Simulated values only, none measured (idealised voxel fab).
Process module name: voxel wiring stack
The cross-section shown here is cut; it is 195 nm wide and divided into square cells measuring 5 nm on a side.
Throughout this document, each cross-section is represented as a grid of square cells and is presented as a sequence of bands enumerated from the top downward, where a band comprises one or more rows of cells.
Heads up on the band format: heights come first, top then bottom, in nm. After that it's the materials left to right, each with its width in nm. A single material flagged "everywhere" fills the whole band edge to edge, and "blank" means there's empty space there.
Ref level 0: as-received wafer is one material below here. Bottom band extends down with no lower bound ("top 0, no bottom").
The expression "30..40" gives the width at the extremes of the band, the first number at its top row of cells and the second at its bottom row, with the width changing by equal amounts from each row to the next in between.
Step note "stayed the same" = no cross-section cell changed.
Closed-off voids of 8+ cells (no open route to the top) go in "Sealed-off cavities", written width x height at distance from the left edge, in nm.
On a step's line, text after the settings is the simulator commenting on that step.
For masked steps, "overlay nm" on the step line gives how far right of plan the mask actually lay; a minus sign means it lay to the left.

**plan**
1 RECEIVE: material Si
2 CONFORMAL_DEP: material SiO2, thk nm 10
3 CONFORMAL_DEP: material SiN, thk nm 5
4 DIRECTIONAL_DEP: material SiO2, thk nm 15
5 DIRECTIONAL_DEP: material aC, thk nm 15
6 PATTERN: tone open, mask id METAL_1, material resist, width nm 25, pitch nm 40, thk nm 35, overlay nm 0
7 DIRECTIONAL_ETCH: etch materials aC, depth nm 15
8 STRIP: etch materials resist
9 DIRECTIONAL_ETCH: etch materials SiO2, depth nm 15
10 DIRECTIONAL_ETCH: etch materials SiN, depth nm 5
11 STRIP: etch materials aC
12 CONFORMAL_DEP: material TiN, thk nm 5
13 FILL_DEP: material W, thk nm 10
14 CMP: height nm 30
15 EPI: material Ru, thk nm 5
16 FILL_DEP: material SiCN, thk nm 5
17 DIRECTIONAL_DEP: material lowk, thk nm 15
18 DIRECTIONAL_DEP: material aC, thk nm 10
19 PATTERN: tone open, mask id PLUG_1, material resist, width nm 15, pitch nm 40, thk nm 30, overlay nm 0
20 DIRECTIONAL_ETCH: etch materials aC, depth nm 10
21 STRIP: etch materials resist
22 DIRECTIONAL_ETCH: etch materials lowk, depth nm 15
23 DIRECTIONAL_ETCH: etch materials SiCN, depth nm 5
24 STRIP: etch materials aC
25 CONFORMAL_DEP: material TiN, thk nm 5
26 FILL_DEP: material W, thk nm 10
27 CMP: height nm 55
28 CONFORMAL_DEP: material SiN, thk nm 5
29 DIRECTIONAL_DEP: material SiO2, thk nm 20
30 MASKED_ETCH: tone open, mask id METAL_2, width nm 25, pitch nm 40, etch materials SiO2, depth nm 20, overlay nm 0
31 MASKED_ETCH: tone open, mask id METAL_2, width nm 25, pitch nm 40, etch materials SiN, depth nm 5, overlay nm 0
32 CONFORMAL_DEP: material TiN, thk nm 5
33 FILL_DEP: material Cu, thk nm 5
34 CMP: height nm 80
35 CONFORMAL_DEP: material SiCN, thk nm 5
36 DIRECTIONAL_DEP: material SiO2, thk nm 20
37 DIRECTIONAL_DEP: material aC, thk nm 15
38 PATTERN: tone open, mask id PLUG_2, material resist, width nm 15, pitch nm 40, thk nm 30, overlay nm 0
39 DIRECTIONAL_ETCH: etch materials aC, depth nm 15
40 STRIP: etch materials resist
41 DIRECTIONAL_ETCH: etch materials SiO2, depth nm 20
42 DIRECTIONAL_ETCH: etch materials SiCN, depth nm 5
43 STRIP: etch materials aC
44 CONFORMAL_DEP: material TiN, thk nm 5
45 FILL_DEP: material W, thk nm 10
46 CMP: height nm 105
47 DIRECTIONAL_DEP: material TiN, thk nm 5
48 DIRECTIONAL_DEP: material W, thk nm 25
49 PATTERN: tone cover, mask id METAL_3, material resist, width nm 25, pitch nm 40, thk nm 20, overlay nm 0
50 DIRECTIONAL_ETCH: etch materials W, depth nm 25
51 DIRECTIONAL_ETCH: etch materials TiN, depth nm 5
52 STRIP: etch materials resist
53 FILL_DEP: material lowk, thk nm 5
54 CMP: height nm 135
55 CONFORMAL_DEP: material SiN, thk nm 5
Heads up: all these wafers start the same, and what changes between them is the width nm in step 38. The value you see in the plan is just what the first wafer got.

**First wafer of several, as received: cross-section after step 1**
> top 0, no bottom | Si everywhere
> Sealed-off cavities: none

**The first of several wafers, seen in cross-section after the module's last step, step 55**
> top 140, bottom 135 | SiN everywhere
> top 135, bottom 110 | lowk=45 | W=25 | lowk=15 | W=25 | lowk=15 | W=25 | lowk=45
> top 110, bottom 105 | lowk=45 | TiN=25 | lowk=15 | TiN=25 | lowk=15 | TiN=25 | lowk=45
> top 105, bottom 85 | SiO2=45 | TiN=5 | W=5 | TiN=5 | SiO2=25 | TiN=5 | W=5 | TiN=5 | SiO2=25 | TiN=5 | W=5 | TiN=5 | SiO2=55
> top 85, bottom 80 | SiCN=45 | TiN=15 | SiCN=25 | TiN=15 | SiCN=25 | TiN=15 | SiCN=55
> top 80, bottom 60 | SiO2=45 | TiN=5 | Cu=15 | TiN=5 | SiO2=15 | TiN=5 | Cu=15 | TiN=5 | SiO2=15 | TiN=5 | Cu=15 | TiN=5 | SiO2=45
> top 60, bottom 55 | SiN=45 | TiN=25 | SiN=15 | TiN=25 | SiN=15 | TiN=25 | SiN=45
> top 55, bottom 40 | lowk=45 | TiN=5 | W=5 | TiN=5 | lowk=25 | TiN=5 | W=5 | TiN=5 | lowk=25 | TiN=5 | W=5 | TiN=5 | lowk=55
> top 40, bottom 35 | SiCN=45 | TiN=15 | SiCN=25 | TiN=15 | SiCN=25 | TiN=15 | SiCN=55
> top 35, bottom 30 | SiCN=40 | Ru=35 | SiCN=5 | Ru=35 | SiCN=5 | Ru=35 | SiCN=40
> top 30, bottom 15 | SiO2=45 | TiN=5 | W=15 | TiN=5 | SiO2=15 | TiN=5 | W=15 | TiN=5 | SiO2=15 | TiN=5 | W=15 | TiN=5 | SiO2=45
> top 15, bottom 10 | SiN=45 | TiN=25 | SiN=15 | TiN=25 | SiN=15 | TiN=25 | SiN=45
> top 10, bottom 0 | SiO2 everywhere
> top 0, no bottom | Si everywhere
> Sealed-off cavities: none

**The module's end: a cross-section of the last wafer**
> top 140, bottom 135 | SiN everywhere
> top 135, bottom 110 | lowk=45 | W=25 | lowk=15 | W=25 | lowk=15 | W=25 | lowk=45
> top 110, bottom 105 | lowk=45 | TiN=25 | lowk=15 | TiN=25 | lowk=15 | TiN=25 | lowk=45
> top 105, bottom 85 | SiO2=40 | TiN=5 | W=15 | TiN=5 | SiO2=15 | TiN=5 | W=15 | TiN=5 | SiO2=15 | TiN=5 | W=15 | TiN=5 | SiO2=50
> top 85, bottom 80 | SiCN=40 | TiN=25 | SiCN=15 | TiN=25 | SiCN=15 | TiN=25 | SiCN=50
> top 80, bottom 60 | SiO2=45 | TiN=5 | Cu=15 | TiN=5 | SiO2=15 | TiN=5 | Cu=15 | TiN=5 | SiO2=15 | TiN=5 | Cu=15 | TiN=5 | SiO2=45
> top 60, bottom 55 | SiN=45 | TiN=25 | SiN=15 | TiN=25 | SiN=15 | TiN=25 | SiN=45
> top 55, bottom 40 | lowk=45 | TiN=5 | W=5 | TiN=5 | lowk=25 | TiN=5 | W=5 | TiN=5 | lowk=25 | TiN=5 | W=5 | TiN=5 | lowk=55
> top 40, bottom 35 | SiCN=45 | TiN=15 | SiCN=25 | TiN=15 | SiCN=25 | TiN=15 | SiCN=55
> top 35, bottom 30 | SiCN=40 | Ru=35 | SiCN=5 | Ru=35 | SiCN=5 | Ru=35 | SiCN=40
> top 30, bottom 15 | SiO2=45 | TiN=5 | W=15 | TiN=5 | SiO2=15 | TiN=5 | W=15 | TiN=5 | SiO2=15 | TiN=5 | W=15 | TiN=5 | SiO2=45
> top 15, bottom 10 | SiN=45 | TiN=25 | SiN=15 | TiN=25 | SiN=15 | TiN=25 | SiN=45
> top 10, bottom 0 | SiO2 everywhere
> top 0, no bottom | Si everywhere
> Sealed-off cavities: none

**The table below has one row for each wafer; a row shows, as of the end of the module, how many cells of each material the wafer has gained, marked (+), or lost, marked (-), since it was received, and then the wafer's closed voids**
width nm 15; +36 Cu; +21 Ru; +78 SiCN; +87 SiN; +366 SiO2; +147 TiN; +123 W; +234 lowk; Sealed-off cavities: none
width nm 20; +36 Cu; +21 Ru; +75 SiCN; +87 SiN; +354 SiO2; +150 TiN; +135 W; +234 lowk; Sealed-off cavities: none
width nm 25; +36 Cu; +21 Ru; +72 SiCN; +87 SiN; +342 SiO2; +153 TiN; +147 W; +234 lowk; Sealed-off cavities: none
